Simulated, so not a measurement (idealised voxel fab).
process module | voxel transistor to metal
cross-section cut | 145 nm wide | cells 5 nm
A cross-section is a grid of square cells, given in bands from the top down. A band is one or more rows of cells.
Each band's line starts with the height of the band's top and of its bottom, in nm. Then come its materials from left to right, each with its width in nm. One material with "throughout" fills the band from edge to edge. "air" is empty space.
Height 0 is the level under which the wafer as received is all one material. The lowest band goes on downwards, as in "0 down".
A width such as "30 to 40" changes by the same amount from each row of cells to the next, from the band's top row to its bottom row.
"no change" after a step means that no cell of the cross-section changed.
closed voids: empty space of 8 cells or more with no open way to the top, each as width x height at its distance from the left edge, in nm
after a step's settings: what the simulator itself notes on the step
overlay nm, on a step with a mask: how far to the right of its planned place the mask lay; to the left if negative
plan
1 op RECEIVE | material Si
2 op CONFORMAL_DEP | material SiO2 | thk nm 5
3 op CONFORMAL_DEP | material SiN | thk nm 15
4 op DIRECTIONAL_DEP | material aC | thk nm 15
5 op PATTERN | tone cover | mask id ACTIVE | material resist | width nm 95 | thk nm 30 | overlay nm 0
6 op DIRECTIONAL_ETCH | etch materials aC | depth nm 15
7 op STRIP | etch materials resist
8 op DIRECTIONAL_ETCH | etch materials SiN | depth nm 15
9 op DIRECTIONAL_ETCH | etch materials SiO2 | depth nm 5
10 op DIRECTIONAL_ETCH | etch materials Si | depth nm 35
11 op STRIP | etch materials aC
12 op OXIDIZE | depth nm 5
13 op FILL_DEP | material SiO2 | thk nm 10
14 op CMP | height nm 20
15 op SELECTIVE_ETCH | etch materials SiO2 | depth nm 10
16 op STRIP | etch materials SiN
17 op SELECTIVE_ETCH | etch materials SiO2 | depth nm 5
18 op OXIDIZE | depth nm 5
19 op DIRECTIONAL_DEP | material polySi | thk nm 30
20 op DIRECTIONAL_DEP | material SiCN | thk nm 10
21 op DIRECTIONAL_DEP | material aC | thk nm 15
22 op PATTERN | tone cover | mask id GATE | material resist | width nm 25 | thk nm 35 | overlay nm 0
23 op DIRECTIONAL_ETCH | etch materials aC | depth nm 15
24 op STRIP | etch materials resist
25 op DIRECTIONAL_ETCH | etch materials SiCN | depth nm 20
26 op DIRECTIONAL_ETCH | etch materials polySi | depth nm 40
27 op STRIP | etch materials aC
28 op CONFORMAL_DEP | material SiN | thk nm 5
29 op DIRECTIONAL_ETCH | etch materials SiN | depth nm 5
30 op DIRECTIONAL_ETCH | etch materials SiO2 | depth nm 5
31 op DIRECTIONAL_ETCH | etch materials Si | depth nm 15
32 op EPI | material SiGe | thk nm 20
33 op FILL_DEP | material SiO2 | thk nm 5
34 op CMP | height nm 30
35 op STRIP | etch materials polySi
36 op SELECTIVE_ETCH | etch materials SiO2 | depth nm 5
37 op CONFORMAL_DEP | material HfO2 | thk nm 5
38 op CONFORMAL_DEP | material TiN | thk nm 5
39 op FILL_DEP | material W | thk nm 10
40 op CMP | height nm 25
41 op DIRECTIONAL_DEP | material SiO2 | thk nm 10
42 op MASKED_ETCH | tone open | mask id CONTACT | width nm 15 | pitch nm 70 | etch materials SiO2 | depth nm 35 | overlay nm 0
43 op CONFORMAL_DEP | material TiN | thk nm 5
44 op FILL_DEP | material Ru | thk nm 10
45 op CMP | height nm 35
46 op CONFORMAL_DEP | material SiCN | thk nm 5
47 op DIRECTIONAL_DEP | material SiO2 | thk nm 20
48 op MASKED_ETCH | tone open | mask id METAL_1 | width nm 15 | pitch nm 70 | etch materials SiO2 | depth nm 20 | overlay nm 0
49 op MASKED_ETCH | tone open | mask id METAL_1 | width nm 15 | pitch nm 70 | etch materials SiCN | depth nm 5 | overlay nm 0
50 op CONFORMAL_DEP | material TiN | thk nm 5
51 op FILL_DEP | material W | thk nm 5
52 op CMP | height nm 60
53 op EPI | material Ru | thk nm 5
54 op FILL_DEP | material SiCN | thk nm 5
as received, after step 1
  0 down: Si throughout
  closed voids: none
a wafer at the end: this start, this plan, one mistake
  70 to 65: SiCN throughout
  65 to 60: SiCN 25 | Ru 25 | SiCN 45 | Ru 25 | SiCN 25
  60 to 40: SiO2 30 | TiN 5 | W 5 | TiN 5 | SiO2 55 | TiN 5 | W 5 | TiN 5 | SiO2 30
  40 to 35: SiCN 30 | TiN 15 | SiCN 55 | TiN 15 | SiCN 30
  35 to 30: SiO2 30 | TiN 5 | Ru 5 | TiN 5 | SiO2 55 | TiN 5 | Ru 5 | TiN 5 | SiO2 30
  30 to 25: SiO2 30 | TiN 15 | SiO2 55 | TiN 15 | SiO2 30
  25 to 15: W 50 | TiN 5 | HfO2 5 | SiN 5 | SiO2 15 | SiN 5 | HfO2 5 | TiN 5 | W 50
  15 to 10: W 50 | TiN 5 | HfO2 5 | SiN 5 | SiGe 15 | SiN 5 | HfO2 5 | TiN 5 | W 50
  10 to 5: TiN 25 | W 25 | TiN 5 | HfO2 5 | SiN 5 | SiGe 15 | SiN 5 | HfO2 5 | TiN 5 | W 25 | TiN 25
  5 to 0: HfO2 20 | TiN 35 | HfO2 5 | SiN 5 | SiGe 15 | SiN 5 | HfO2 5 | TiN 35 | HfO2 20
  0 to -5: SiO2 15 | HfO2 50 | SiGe 15 | HfO2 50 | SiO2 15
  -5 to -20: SiO2 30 | Si 35 | SiGe 15 | Si 35 | SiO2 30
  -20 to -40: SiO2 30 | Si 85 | SiO2 30
  -40 down: Si throughout
  closed voids: none
what went wrong: step 22 ran as: op PATTERN | tone open | mask id GATE | material resist | width nm 25 | thk nm 35 | overlay nm 0
